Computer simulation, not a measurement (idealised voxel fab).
process module | voxel self aligned vias
The figure presents cross-section cut, which has a width of 295 nm and is divided into square cells with an edge length of 5 nm.
For the purposes of this document, a cross-section shall be understood as a grid of square cells, specified as bands listed in top-to-bottom order, each band consisting of one or more rows of cells. Heights first: top, then bottom, in nm. Then materials, left to right, each with a width in nm. "everywhere" on a single material: fills the band edge to edge. "empty": empty space. Below 0: as-received wafer, all one material; heights counted from there. Lowest band: no bottom, goes on down, written "0 nm and below". The notation "30 to 40" denotes a width that varies across the rows of cells in the band, beginning at the first number in the top row, finishing at the second number in the bottom row, and changing by an identical amount from each row to the next. Reading "nothing altered" for a step: not a cell of the cross-section changed in it. The entry "Closed void roster" lists the empty spaces that cover at least 8 cells and have no open path to the top. Each is written as width x height at distance, where the distance is measured from the left edge and all three values are in nm. Where a step's line continues beyond its settings, the continuation is a remark by the simulator itself on that step. "overlay nm", when on a step's line for a step with a mask, measures how far to the right of its planned place the mask lay; a negative measure means to the left.

# Here's what the planned process steps look like
1: RECEIVE (material Si)
2: CONFORMAL_DEP (material SiO2; thk nm 10)
3: CONFORMAL_DEP (material SiCN; thk nm 5)
4: DIRECTIONAL_DEP (material lowk; thk nm 25)
5: DIRECTIONAL_DEP (material aC; thk nm 10)
6: PATTERN (tone open; mask id LINES; material resist; width nm 25; pitch nm 50; thk nm 30; overlay nm 0)
7: DIRECTIONAL_ETCH (etch materials aC; depth nm 10)
8: STRIP (etch materials resist)
9: DIRECTIONAL_ETCH (etch materials lowk; depth nm 25)
10: STRIP (etch materials aC)
11: CONFORMAL_DEP (material TiN; thk nm 5)
12: FILL_DEP (material Ru; thk nm 5)
13: CMP (height nm 40)
14: SELECTIVE_ETCH (etch materials W Ru TiN; depth nm 5)
15: FILL_DEP (material SiN; thk nm 10)
16: CMP (height nm 40)
17: DIRECTIONAL_DEP (material lowk; thk nm 15)
18: PATTERN (tone open; mask id VIAS; material resist; width nm 35; thk nm 15; overlay nm 0)
19: DIRECTIONAL_ETCH (etch materials lowk; depth nm 15)
20: DIRECTIONAL_ETCH (etch materials SiN; depth nm 5)
21: STRIP (etch materials resist)
22: CONFORMAL_DEP (material TiN; thk nm 5)
23: FILL_DEP (material Cu; thk nm 10)
24: CMP (height nm 55)
25: CONFORMAL_DEP (material SiCN; thk nm 5)

# Cross-section, incoming material, after step 1
* 0 nm and below: Si everywhere
* Closed void roster: none

# Result of the module, cross-sectioned: start per above, plan per above, one error in how it was run
* 60 nm to 55 nm: SiCN everywhere
* 55 nm to 45 nm: Cu=100, TiN=5, lowk=35, TiN=5, Cu=150
* 45 nm to 40 nm: TiN=105, lowk=35, TiN=25, Cu=15, TiN=115
* 40 nm to 35 nm: lowk=110, SiN=25, lowk=25, TiN=25, lowk=110
* 35 nm to 20 nm: lowk=110, TiN=5, Ru=15, TiN=5, lowk=25, TiN=5, Ru=15, TiN=5, lowk=110
* 20 nm to 15 nm: lowk=110, TiN=25, lowk=25, TiN=25, lowk=110
* 15 nm to 10 nm: SiCN everywhere
* 10 nm to 0 nm: SiO2 everywhere
* 0 nm and below: Si everywhere
* Closed void roster: none
Diagnosis: step 18 changed vs plan, executed as PATTERN (tone cover; mask id VIAS; material resist; width nm 35; thk nm 15; overlay nm 0)
